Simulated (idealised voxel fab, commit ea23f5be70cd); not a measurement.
process module | voxel ribs on slabs
cross-section cut | 155 nm wide | cells 5 nm
A cross-section is a grid of square cells, given in bands from the top down. A band is one or more rows of cells.
Each band's line starts with the height of the band's top and of its bottom, in nm. Then come its materials from left to right, each with its width in nm. One material with "throughout" fills the band from edge to edge. "air" is empty space.
Height 0 is the level under which the wafer as received is all one material. The lowest band goes on downwards, as in "0 down".
A width such as "30 to 40" changes by the same amount from each row of cells to the next, from the band's top row to its bottom row.
"no change" after a step means that no cell of the cross-section changed.
closed voids: empty space of 8 cells or more with no open way to the top, each as width x height at its distance from the left edge, in nm
after a step's settings: what the simulator itself notes on the step
overlay nm, on a step with a mask: how far to the right of its planned place the mask lay; to the left if negative
plan
1 op RECEIVE | material Si
2 op DIRECTIONAL_DEP | material SiO2 | thk nm 25
3 op DIRECTIONAL_DEP | material SiN | thk nm 15
4 op PATTERN | tone cover | mask id RIB | material resist | width nm 15 | thk nm 15 | overlay nm 0
5 op DIRECTIONAL_ETCH | etch materials SiN | depth nm 10
6 op STRIP | etch materials resist
7 op MASKED_ETCH | tone cover | mask id SLAB | width nm 65 | etch materials SiN | depth nm 5 | overlay nm 0
8 op FILL_DEP | material SiO2 | thk nm 20
9 op CMP | height nm 55
10 op DIRECTIONAL_DEP | material W | thk nm 10
11 op MASKED_ETCH | tone cover | mask id HEATER | width nm 25 | etch materials W | depth nm 10 | overlay nm 0
12 op CONFORMAL_DEP | material SiO2 | thk nm 10
first wafer, as planned
as received, after step 1
  0 down: Si throughout
  closed voids: none
after step 2
  25 to 0: SiO2 throughout
  below 0: unchanged
after step 3
  40 to 25: SiN throughout
  below 25: unchanged
after step 4
  55 to 40: air 70 | resist 15 | air 70
  below 40: unchanged
after step 5
  55 to 40: air 70 | resist 15 | air 70
  40 to 30: air 70 | SiN 15 | air 70
  below 30: unchanged
after step 6
  40 to 30: air 70 | SiN 15 | air 70
  below 30: unchanged
after step 7
  40 to 30: air 70 | SiN 15 | air 70
  30 to 25: air 45 | SiN 65 | air 45
  below 25: unchanged
after step 8
  60 to 40: SiO2 throughout
  40 to 30: SiO2 70 | SiN 15 | SiO2 70
  30 to 25: SiO2 45 | SiN 65 | SiO2 45
  below 25: unchanged
after step 9
  55 to 40: SiO2 throughout
  below 40: unchanged
after step 10
  65 to 55: W throughout
  below 55: unchanged
after step 11
  65 to 55: air 65 | W 25 | air 65
  below 55: unchanged
after step 12
  75 to 65: air 55 | SiO2 45 | air 55
  65 to 55: SiO2 65 | W 25 | SiO2 65
  below 55: unchanged
second wafer: like start, like plan, one mistake. Through step 10 it matches the first wafer
when step 11 should have ended
  65 to 55: air 55 | W 25 | air 75
  below 55: unchanged
when step 12 should have ended
  75 to 65: air 45 | SiO2 45 | air 65
  65 to 55: SiO2 55 | W 25 | SiO2 75
  below 55: unchanged
what went wrong: step 11 ran as: op MASKED_ETCH | tone cover | mask id HEATER | width nm 25 | etch materials W | depth nm 10 | overlay nm -10
at the end the second wafer has, in cells: as many of each material as the first, in other places
